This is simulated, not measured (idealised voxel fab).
process module | voxel capacitor over wiring
cross-section cut | 210 nm wide | cells 5 nm
A cross-section is a grid of square cells, given in bands from the top down. A band is one or more rows of cells.
Each band's line starts with the height of the band's top and of its bottom, in nm. Then come its materials from left to right, each with its width in nm. One material with "throughout" fills the band from edge to edge. "air" is empty space.
Height 0 is the level under which the wafer as received is all one material. The lowest band goes on downwards, as in "0 down".
A width such as "30 to 40" changes by the same amount from each row of cells to the next, from the band's top row to its bottom row.
"no change" after a step means that no cell of the cross-section changed.
closed voids: empty space of 8 cells or more with no open way to the top, each as width x height at its distance from the left edge, in nm
after a step's settings: what the simulator itself notes on the step
overlay nm, on a step with a mask: how far to the right of its planned place the mask lay; to the left if negative
plan
1 op RECEIVE | material Si
2 op CONFORMAL_DEP | material SiO2 | thk nm 15
3 op CONFORMAL_DEP | material SiN | thk nm 5
4 op DIRECTIONAL_DEP | material SiO2 | thk nm 25
5 op PATTERN | tone open | mask id METAL_1 | material resist | width nm 30 | pitch nm 95 | thk nm 20 | overlay nm 0
6 op DIRECTIONAL_ETCH | etch materials SiO2 | depth nm 25
7 op DIRECTIONAL_ETCH | etch materials SiN | depth nm 5
8 op STRIP | etch materials resist
9 op CONFORMAL_DEP | material TiN | thk nm 5
10 op FILL_DEP | material Cu | thk nm 10
11 op CMP | height nm 45
12 op EPI | material Ru | thk nm 5
13 op FILL_DEP | material SiCN | thk nm 5
14 op DIRECTIONAL_DEP | material lowk | thk nm 15
15 op PATTERN | tone open | mask id PLUG_1 | material resist | width nm 15 | thk nm 15 | overlay nm 0
16 op DIRECTIONAL_ETCH | etch materials lowk | depth nm 15
17 op DIRECTIONAL_ETCH | etch materials SiCN | depth nm 5
18 op STRIP | etch materials resist
19 op CONFORMAL_DEP | material TiN | thk nm 5
20 op FILL_DEP | material Cu | thk nm 10
21 op CMP | height nm 70
22 op DIRECTIONAL_DEP | material TiN | thk nm 10
23 op DIRECTIONAL_DEP | material Al2O3 | thk nm 5
24 op DIRECTIONAL_DEP | material TiN | thk nm 10
25 op MASKED_ETCH | tone cover | mask id UPPER_PLATE | width nm 70 | etch materials TiN | depth nm 10 | overlay nm 0
26 op MASKED_ETCH | tone cover | mask id UPPER_PLATE | width nm 70 | etch materials Al2O3 | depth nm 5 | overlay nm 0
27 op DIRECTIONAL_DEP | material aC | thk nm 15
28 op PATTERN | tone cover | mask id LOWER_PLATE | material resist | width nm 80 | thk nm 30 | overlay nm 0
29 op DIRECTIONAL_ETCH | etch materials aC | depth nm 15
30 op STRIP | etch materials resist
31 op DIRECTIONAL_ETCH | etch materials TiN | depth nm 10
32 op STRIP | etch materials aC
33 op FILL_DEP | material SiO2 | thk nm 20
34 op CMP | height nm 110
35 op MASKED_ETCH | tone open | mask id PLUG_2 | width nm 15 | etch materials SiO2 | depth nm 15 | overlay nm 0
36 op CONFORMAL_DEP | material TiN | thk nm 5
37 op FILL_DEP | material Cu | thk nm 10
38 op CMP | height nm 110
39 op CONFORMAL_DEP | material SiCN | thk nm 5
first wafer, as planned
as received, after step 1
  0 down: Si throughout
  closed voids: none
after step 2
  15 to 0: SiO2 throughout
  below 0: unchanged
after step 3
  20 to 15: SiN throughout
  below 15: unchanged
after step 4
  45 to 20: SiO2 throughout
  below 20: unchanged
after step 5
  65 to 45: resist 40 | air 30 | resist 65 | air 30 | resist 45
  below 45: unchanged
after step 6
  65 to 45: resist 40 | air 30 | resist 65 | air 30 | resist 45
  45 to 20: SiO2 40 | air 30 | SiO2 65 | air 30 | SiO2 45
  below 20: unchanged
after step 7
  65 to 45: resist 40 | air 30 | resist 65 | air 30 | resist 45
  45 to 20: SiO2 40 | air 30 | SiO2 65 | air 30 | SiO2 45
  20 to 15: SiN 40 | air 30 | SiN 65 | air 30 | SiN 45
  below 15: unchanged
after step 8
  45 to 20: SiO2 40 | air 30 | SiO2 65 | air 30 | SiO2 45
  below 20: unchanged
after step 9
  50 to 45: TiN 45 | air 20 | TiN 75 | air 20 | TiN 50
  45 to 20: SiO2 40 | TiN 5 | air 20 | TiN 5 | SiO2 65 | TiN 5 | air 20 | TiN 5 | SiO2 45
  20 to 15: SiN 40 | TiN 30 | SiN 65 | TiN 30 | SiN 45
  below 15: unchanged
after step 10
  60 to 50: Cu throughout
  50 to 45: TiN 45 | Cu 20 | TiN 75 | Cu 20 | TiN 50
  45 to 20: SiO2 40 | TiN 5 | Cu 20 | TiN 5 | SiO2 65 | TiN 5 | Cu 20 | TiN 5 | SiO2 45
  below 20: unchanged
after step 11
  45 to 20: SiO2 40 | TiN 5 | Cu 20 | TiN 5 | SiO2 65 | TiN 5 | Cu 20 | TiN 5 | SiO2 45
  below 20: unchanged
after step 12
  50 to 45: air 35 | Ru 40 | air 55 | Ru 40 | air 40
  below 45: unchanged
after step 13
  55 to 50: SiCN throughout
  50 to 45: SiCN 35 | Ru 40 | SiCN 55 | Ru 40 | SiCN 40
  below 45: unchanged
after step 14
  70 to 55: lowk throughout
  below 55: unchanged
after step 15
  85 to 70: resist 55 | air 15 | resist 140
  below 70: unchanged
after step 16
  85 to 70: resist 55 | air 15 | resist 140
  70 to 55: lowk 55 | air 15 | lowk 140
  below 55: unchanged
after step 17
  85 to 70: resist 55 | air 15 | resist 140
  70 to 55: lowk 55 | air 15 | lowk 140
  55 to 50: SiCN 55 | air 15 | SiCN 140
  below 50: unchanged
after step 18
  70 to 55: lowk 55 | air 15 | lowk 140
  below 55: unchanged
after step 19
  75 to 70: TiN 60 | air 5 | TiN 145
  70 to 55: lowk 55 | TiN 5 | air 5 | TiN 5 | lowk 140
  55 to 50: SiCN 55 | TiN 15 | SiCN 140
  below 50: unchanged
after step 20
  85 to 75: Cu throughout
  75 to 70: TiN 60 | Cu 5 | TiN 145
  70 to 55: lowk 55 | TiN 5 | Cu 5 | TiN 5 | lowk 140
  below 55: unchanged
after step 21
  70 to 55: lowk 55 | TiN 5 | Cu 5 | TiN 5 | lowk 140
  below 55: unchanged
after step 22
  80 to 70: TiN throughout
  below 70: unchanged
after step 23
  85 to 80: Al2O3 throughout
  below 80: unchanged
after step 24
  95 to 85: TiN throughout
  below 85: unchanged
after step 25
  95 to 85: air 55 | TiN 70 | air 85
  below 85: unchanged
after step 26
  95 to 85: air 55 | TiN 70 | air 85
  85 to 80: air 55 | Al2O3 70 | air 85
  below 80: unchanged
after step 27
  110 to 95: air 55 | aC 70 | air 85
  95 to 85: aC 55 | TiN 70 | aC 85
  85 to 80: aC 55 | Al2O3 70 | aC 85
  below 80: unchanged
after step 28
  140 to 110: air 50 | resist 80 | air 80
  110 to 95: air 50 | resist 5 | aC 70 | resist 5 | air 80
  below 95: unchanged
after step 29
  125 to 110: air 50 | resist 80 | air 80
  110 to 95: air 50 | resist 5 | aC 70 | resist 5 | air 80
  95 to 85: air 50 | aC 5 | TiN 70 | aC 5 | air 80
  85 to 80: air 50 | aC 5 | Al2O3 70 | aC 5 | air 80
  below 80: unchanged
after step 30
  110 to 95: air 55 | aC 70 | air 85
  below 95: unchanged
after step 31
  110 to 95: air 55 | aC 70 | air 85
  95 to 85: air 50 | aC 5 | TiN 70 | aC 5 | air 80
  85 to 80: air 50 | aC 5 | Al2O3 70 | aC 5 | air 80
  80 to 70: air 50 | TiN 80 | air 80
  below 70: unchanged
after step 32
  95 to 85: air 55 | TiN 70 | air 85
  85 to 80: air 55 | Al2O3 70 | air 85
  below 80: unchanged
after step 33
  115 to 95: SiO2 throughout
  95 to 85: SiO2 55 | TiN 70 | SiO2 85
  85 to 80: SiO2 55 | Al2O3 70 | SiO2 85
  80 to 70: SiO2 50 | TiN 80 | SiO2 80
  below 70: unchanged
after step 34
  110 to 95: SiO2 throughout
  below 95: unchanged
after step 35
  110 to 95: SiO2 65 | air 15 | SiO2 130
  below 95: unchanged
after step 36
  115 to 110: TiN 70 | air 5 | TiN 135
  110 to 100: SiO2 65 | TiN 5 | air 5 | TiN 5 | SiO2 130
  100 to 95: SiO2 65 | TiN 15 | SiO2 130
  below 95: unchanged
after step 37
  125 to 115: Cu throughout
  115 to 110: TiN 70 | Cu 5 | TiN 135
  110 to 100: SiO2 65 | TiN 5 | Cu 5 | TiN 5 | SiO2 130
  below 100: unchanged
after step 38
  110 to 100: SiO2 65 | TiN 5 | Cu 5 | TiN 5 | SiO2 130
  below 100: unchanged
after step 39
  115 to 110: SiCN throughout
  below 110: unchanged
second wafer: like start, like plan, one mistake. Through step 2 it matches the first wafer
when step 3 should have ended: no change
when step 4 should have ended
  40 to 0: SiO2 throughout
  below 0: unchanged
when step 5 should have ended
  60 to 40: resist 40 | air 30 | resist 65 | air 30 | resist 45
  below 40: unchanged
when step 6 should have ended
  60 to 40: resist 40 | air 30 | resist 65 | air 30 | resist 45
  40 to 15: SiO2 40 | air 30 | SiO2 65 | air 30 | SiO2 45
  below 15: unchanged
when step 7 should have ended: no change
when step 8 should have ended
  40 to 15: SiO2 40 | air 30 | SiO2 65 | air 30 | SiO2 45
  below 15: unchanged
when step 9 should have ended
  45 to 40: TiN 45 | air 20 | TiN 75 | air 20 | TiN 50
  40 to 20: SiO2 40 | TiN 5 | air 20 | TiN 5 | SiO2 65 | TiN 5 | air 20 | TiN 5 | SiO2 45
  20 to 15: SiO2 40 | TiN 30 | SiO2 65 | TiN 30 | SiO2 45
  below 15: unchanged
when step 10 should have ended
  55 to 45: Cu throughout
  45 to 40: TiN 45 | Cu 20 | TiN 75 | Cu 20 | TiN 50
  40 to 20: SiO2 40 | TiN 5 | Cu 20 | TiN 5 | SiO2 65 | TiN 5 | Cu 20 | TiN 5 | SiO2 45
  below 20: unchanged
when step 11 should have ended
  45 to 40: TiN 45 | Cu 20 | TiN 75 | Cu 20 | TiN 50
  below 40: unchanged
when step 12 should have ended
  50 to 45: Ru throughout
  below 45: unchanged
when step 13 should have ended
  55 to 50: SiCN throughout
  below 50: unchanged
when step 14 should have ended
  70 to 55: lowk throughout
  below 55: unchanged
when step 15 should have ended
  85 to 70: resist 55 | air 15 | resist 140
  below 70: unchanged
when step 16 should have ended
  85 to 70: resist 55 | air 15 | resist 140
  70 to 55: lowk 55 | air 15 | lowk 140
  below 55: unchanged
when step 17 should have ended
  85 to 70: resist 55 | air 15 | resist 140
  70 to 55: lowk 55 | air 15 | lowk 140
  55 to 50: SiCN 55 | air 15 | SiCN 140
  below 50: unchanged
when step 18 should have ended
  70 to 55: lowk 55 | air 15 | lowk 140
  below 55: unchanged
when step 19 should have ended
  75 to 70: TiN 60 | air 5 | TiN 145
  70 to 55: lowk 55 | TiN 5 | air 5 | TiN 5 | lowk 140
  55 to 50: SiCN 55 | TiN 15 | SiCN 140
  below 50: unchanged
when step 20 should have ended
  85 to 75: Cu throughout
  75 to 70: TiN 60 | Cu 5 | TiN 145
  70 to 55: lowk 55 | TiN 5 | Cu 5 | TiN 5 | lowk 140
  below 55: unchanged
when step 21 should have ended
  70 to 55: lowk 55 | TiN 5 | Cu 5 | TiN 5 | lowk 140
  below 55: unchanged
when step 22 should have ended
  80 to 70: TiN throughout
  below 70: unchanged
when step 23 should have ended
  85 to 80: Al2O3 throughout
  below 80: unchanged
when step 24 should have ended
  95 to 85: TiN throughout
  below 85: unchanged
when step 25 should have ended
  95 to 85: air 55 | TiN 70 | air 85
  below 85: unchanged
when step 26 should have ended
  95 to 85: air 55 | TiN 70 | air 85
  85 to 80: air 55 | Al2O3 70 | air 85
  below 80: unchanged
when step 27 should have ended
  110 to 95: air 55 | aC 70 | air 85
  95 to 85: aC 55 | TiN 70 | aC 85
  85 to 80: aC 55 | Al2O3 70 | aC 85
  below 80: unchanged
when step 28 should have ended
  140 to 110: air 50 | resist 80 | air 80
  110 to 95: air 50 | resist 5 | aC 70 | resist 5 | air 80
  below 95: unchanged
when step 29 should have ended
  125 to 110: air 50 | resist 80 | air 80
  110 to 95: air 50 | resist 5 | aC 70 | resist 5 | air 80
  95 to 85: air 50 | aC 5 | TiN 70 | aC 5 | air 80
  85 to 80: air 50 | aC 5 | Al2O3 70 | aC 5 | air 80
  below 80: unchanged
when step 30 should have ended
  110 to 95: air 55 | aC 70 | air 85
  below 95: unchanged
when step 31 should have ended
  110 to 95: air 55 | aC 70 | air 85
  95 to 85: air 50 | aC 5 | TiN 70 | aC 5 | air 80
  85 to 80: air 50 | aC 5 | Al2O3 70 | aC 5 | air 80
  80 to 70: air 50 | TiN 80 | air 80
  below 70: unchanged
when step 32 should have ended
  95 to 85: air 55 | TiN 70 | air 85
  85 to 80: air 55 | Al2O3 70 | air 85
  below 80: unchanged
when step 33 should have ended
  115 to 95: SiO2 throughout
  95 to 85: SiO2 55 | TiN 70 | SiO2 85
  85 to 80: SiO2 55 | Al2O3 70 | SiO2 85
  80 to 70: SiO2 50 | TiN 80 | SiO2 80
  below 70: unchanged
when step 34 should have ended
  110 to 95: SiO2 throughout
  below 95: unchanged
when step 35 should have ended
  110 to 95: SiO2 65 | air 15 | SiO2 130
  below 95: unchanged
when step 36 should have ended
  115 to 110: TiN 70 | air 5 | TiN 135
  110 to 100: SiO2 65 | TiN 5 | air 5 | TiN 5 | SiO2 130
  100 to 95: SiO2 65 | TiN 15 | SiO2 130
  below 95: unchanged
when step 37 should have ended
  125 to 115: Cu throughout
  115 to 110: TiN 70 | Cu 5 | TiN 135
  110 to 100: SiO2 65 | TiN 5 | Cu 5 | TiN 5 | SiO2 130
  below 100: unchanged
when step 38 should have ended
  110 to 100: SiO2 65 | TiN 5 | Cu 5 | TiN 5 | SiO2 130
  below 100: unchanged
when step 39 should have ended
  115 to 110: SiCN throughout
  below 110: unchanged
what went wrong: step 3 was left out
at the end the second wafer has, in cells: 26 more of Ru | 26 fewer of SiCN | 30 fewer of SiN | 30 more of TiN
